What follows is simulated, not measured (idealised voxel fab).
Process module in this document: voxel self aligned vias
Cross-section cut: width 155 nm, square cells of 5 nm.
Cross-section spec: square-cell grid; bands listed top down; each band is one or more rows. Band: top and bottom heights (nm) first, top before bottom; then materials from left to right, widths in nm. "edge to edge" marks a sole material filling the band edge to edge. "empty" denotes empty space. Heights are reckoned from 0. Under this level, the received wafer is all of one material. The bottommost band is open-ended downward, for example "top 0, no bottom". The two numbers in a width such as "30->40" mark its ends across the band: the first belongs to the top row of cells, the second to the bottom row, and from each row to the next the width moves by the same amount. When a step is marked "nothing changed", none of the cells in the cross-section changed during that step. "Closed void list" contains a list of empty spaces, each no smaller than 8 cells and without an open way to the top, written in the form width x height at distance with the distance from the left edge and all three in nm. Read whatever lies past the settings on a step's line as the simulator's own remark about the step. "overlay nm", when on a step's line for a step with a mask, measures how far to the right of its planned place the mask lay; a negative measure means to the left.
**plan**
1,RECEIVE,material Si
2,CONFORMAL_DEP,material SiO2,thk nm 15
3,CONFORMAL_DEP,material SiCN,thk nm 5
4,DIRECTIONAL_DEP,material lowk,thk nm 30
5,DIRECTIONAL_DEP,material aC,thk nm 15
6,PATTERN,tone open,mask id LINES,material resist,width nm 25,pitch nm 75,thk nm 35,overlay nm 0
7,DIRECTIONAL_ETCH,etch materials aC,depth nm 15
8,STRIP,etch materials resist
9,DIRECTIONAL_ETCH,etch materials lowk,depth nm 30
10,STRIP,etch materials aC
11,CONFORMAL_DEP,material TiN,thk nm 5
12,FILL_DEP,material Ru,thk nm 5
13,CMP,height nm 50
14,SELECTIVE_ETCH,etch materials W Ru TiN,depth nm 5
15,FILL_DEP,material SiN,thk nm 10
16,CMP,height nm 50
17,DIRECTIONAL_DEP,material lowk,thk nm 20
18,DIRECTIONAL_DEP,material aC,thk nm 10
19,PATTERN,tone open,mask id VIAS,material resist,width nm 45,pitch nm 75,thk nm 30,overlay nm 0
20,DIRECTIONAL_ETCH,etch materials aC,depth nm 10
21,STRIP,etch materials resist
22,DIRECTIONAL_ETCH,etch materials lowk,depth nm 20
23,DIRECTIONAL_ETCH,etch materials SiN,depth nm 5
24,STRIP,etch materials aC
25,CONFORMAL_DEP,material TiN,thk nm 5
26,FILL_DEP,material Ru,thk nm 10
27,CMP,height nm 70
28,CONFORMAL_DEP,material SiCN,thk nm 5
**As received (post step 1): cross-section**
  top 0, no bottom: Si edge to edge
  Closed void list: none
**Cross-sectional image of the first of two wafers at the end of the module, the run having proceeded as planned**
  top 75, bottom 70: SiCN edge to edge
  top 70, bottom 55: lowk 15 nm, then TiN 5 nm, then Ru 35 nm, then TiN 5 nm, then lowk 30 nm, then TiN 5 nm, then Ru 35 nm, then TiN 5 nm, then lowk 20 nm
  top 55, bottom 50: lowk 15 nm, then TiN 15 nm, then Ru 15 nm, then TiN 15 nm, then lowk 30 nm, then TiN 15 nm, then Ru 15 nm, then TiN 15 nm, then lowk 20 nm
  top 50, bottom 45: lowk 25 nm, then TiN 25 nm, then lowk 50 nm, then TiN 25 nm, then lowk 30 nm
  top 45, bottom 25: lowk 25 nm, then TiN 5 nm, then Ru 15 nm, then TiN 5 nm, then lowk 50 nm, then TiN 5 nm, then Ru 15 nm, then TiN 5 nm, then lowk 30 nm
  top 25, bottom 20: lowk 25 nm, then TiN 25 nm, then lowk 50 nm, then TiN 25 nm, then lowk 30 nm
  top 20, bottom 15: SiCN edge to edge
  top 15, bottom 0: SiO2 edge to edge
  top 0, no bottom: Si edge to edge
  Closed void list: none
**Same start, same plan as the first wafer - but one mistake in the run. Cross-section of the second of the two at the end of the module**
  top 75, bottom 70: SiCN edge to edge
  top 70, bottom 55: lowk 15 nm, then TiN 5 nm, then Ru 35 nm, then TiN 5 nm, then lowk 30 nm, then TiN 5 nm, then Ru 35 nm, then TiN 5 nm, then lowk 20 nm
  top 55, bottom 50: lowk 15 nm, then TiN 45 nm, then lowk 30 nm, then TiN 45 nm, then lowk 20 nm
  top 50, bottom 45: SiN 15 nm, then TiN 15 nm, then Ru 15 nm, then TiN 15 nm, then SiN 30 nm, then TiN 15 nm, then Ru 15 nm, then TiN 15 nm, then SiN 20 nm
  top 45, bottom 25: lowk 25 nm, then TiN 5 nm, then Ru 15 nm, then TiN 5 nm, then lowk 50 nm, then TiN 5 nm, then Ru 15 nm, then TiN 5 nm, then lowk 30 nm
  top 25, bottom 20: lowk 25 nm, then TiN 25 nm, then lowk 50 nm, then TiN 25 nm, then lowk 30 nm
  top 20, bottom 15: SiCN edge to edge
  top 15, bottom 0: SiO2 edge to edge
  top 0, no bottom: Si edge to edge
  Closed void list: none
Finding, execution versus plan: step 14, actual vs plan mismatch, actual run SELECTIVE_ETCH,etch materials lowk,depth nm 5
Final difference in cells, second wafer against first, listed per material as more or fewer: 13 more of SiN, 8 more of TiN, 21 fewer of lowk
